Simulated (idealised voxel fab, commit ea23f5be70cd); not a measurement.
Process module under the name voxel self aligned vias
Displayed cross-section: cut, width of 300 nm, square cells sized 5 nm.
If you're reading a cross-section in this doc, picture square cells in a grid; it comes to you as bands, top ones listed first down to the bottom, and a band can be one or more rows of cells.
The band entry comprises the height of the band's top followed by the height of its bottom, expressed in nm, and subsequently the band's materials from left to right, each stated together with its width in nm. Where a single material is marked with the word "full width", that material fills the band from edge to edge. The word "blank" represents empty space.
Height is counted from the level 0, under which the received wafer is composed throughout of one material. The lowest of the bands is not closed at the bottom but continues downward, in the notation "0 nm and below".
When a width is written as two numbers, as in "30..40", the first number is the width in the top row of cells of the band and the second is the width in its bottom row, and the width changes by the same amount from each row to the next.
Key: "nothing different" - step with no changed cell in the cross-section.
"Closed cavity list" lists enclosed empty spaces (at least 8 cells, no open path upward to the top), each as width x height at distance from the left edge, in nm.
It should be noted that, on the line of a given step, the content following the step's settings is a remark produced by the simulator itself with respect to that step.
overlay nm: on a step with a mask, how far right of its planned place the mask lay; negative means left.
-- This section lists the process steps that were planned
1: RECEIVE | material Si
2: CONFORMAL_DEP | material SiO2 | thk nm 15
3: CONFORMAL_DEP | material SiCN | thk nm 5
4: DIRECTIONAL_DEP | material lowk | thk nm 30
5: MASKED_ETCH | tone open | mask id LINES | width nm 20 | pitch nm 65 | etch materials lowk | depth nm 30 | overlay nm 0
6: CONFORMAL_DEP | material TiN | thk nm 5
7: FILL_DEP | material W | thk nm 10
8: CMP | height nm 50
9: SELECTIVE_ETCH | etch materials W Ru TiN | depth nm 5
10: FILL_DEP | material SiN | thk nm 10
11: CMP | height nm 50
12: DIRECTIONAL_DEP | material lowk | thk nm 15
13: PATTERN | tone open | mask id VIAS | material resist | width nm 40 | pitch nm 65 | thk nm 15 | overlay nm 0
14: DIRECTIONAL_ETCH | etch materials lowk | depth nm 15
15: DIRECTIONAL_ETCH | etch materials SiN | depth nm 5
16: STRIP | etch materials resist
17: CONFORMAL_DEP | material TiN | thk nm 5
18: FILL_DEP | material Cu | thk nm 10
19: CMP | height nm 65
20: CONFORMAL_DEP | material SiN | thk nm 5
-- So this is the incoming wafer in cross-section - it's already been through step 1
	0 nm and below = Si full width
	Closed cavity list: none
-- Looking at the first of two wafers in cross-section at end of module - ran to plan
	70 nm to 65 nm = SiN full width
	65 nm to 55 nm = lowk (65)  TiN (5)  Cu (30)  TiN (5)  lowk (25)  TiN (5)  Cu (30)  TiN (5)  lowk (25)  TiN (5)  Cu (30)  TiN (5)  lowk (65)
	55 nm to 50 nm = lowk (65)  TiN (15)  Cu (10)  TiN (15)  lowk (25)  TiN (15)  Cu (10)  TiN (15)  lowk (25)  TiN (15)  Cu (10)  TiN (15)  lowk (65)
	50 nm to 45 nm = lowk (75)  TiN (20)  lowk (45)  TiN (20)  lowk (45)  TiN (20)  lowk (75)
	45 nm to 25 nm = lowk (75)  TiN (5)  W (10)  TiN (5)  lowk (45)  TiN (5)  W (10)  TiN (5)  lowk (45)  TiN (5)  W (10)  TiN (5)  lowk (75)
	25 nm to 20 nm = lowk (75)  TiN (20)  lowk (45)  TiN (20)  lowk (45)  TiN (20)  lowk (75)
	20 nm to 15 nm = SiCN full width
	15 nm to 0 nm = SiO2 full width
	0 nm and below = Si full width
	Closed cavity list: none
-- second wafer at the end: like start, like plan, one mistake
	70 nm to 65 nm = SiN full width
	65 nm to 50 nm = lowk (65)  TiN (5)  Cu (30)  TiN (5)  lowk (25)  TiN (5)  Cu (30)  TiN (5)  lowk (25)  TiN (5)  Cu (30)  TiN (5)  lowk (65)
	50 nm to 45 nm = SiN (65)  TiN (40)  SiN (25)  TiN (40)  SiN (25)  TiN (40)  SiN (65)
	45 nm to 20 nm = lowk (75)  TiN (5)  W (10)  TiN (5)  lowk (45)  TiN (5)  W (10)  TiN (5)  lowk (45)  TiN (5)  W (10)  TiN (5)  lowk (75)
	20 nm to 15 nm = lowk (75)  TiN (20)  lowk (45)  TiN (20)  lowk (45)  TiN (20)  lowk (75)
	15 nm to 0 nm = SiO2 full width
	0 nm and below = Si full width
	Closed cavity list: none
What went wrong in running the wafer? no execution of plan step 3; skipped
Final comparison by cell count, materials where the second wafer has more or fewer than the first: Cu: 12 more, SiCN: 60 fewer, SiN: 36 more, TiN: 6 more, W: 6 more
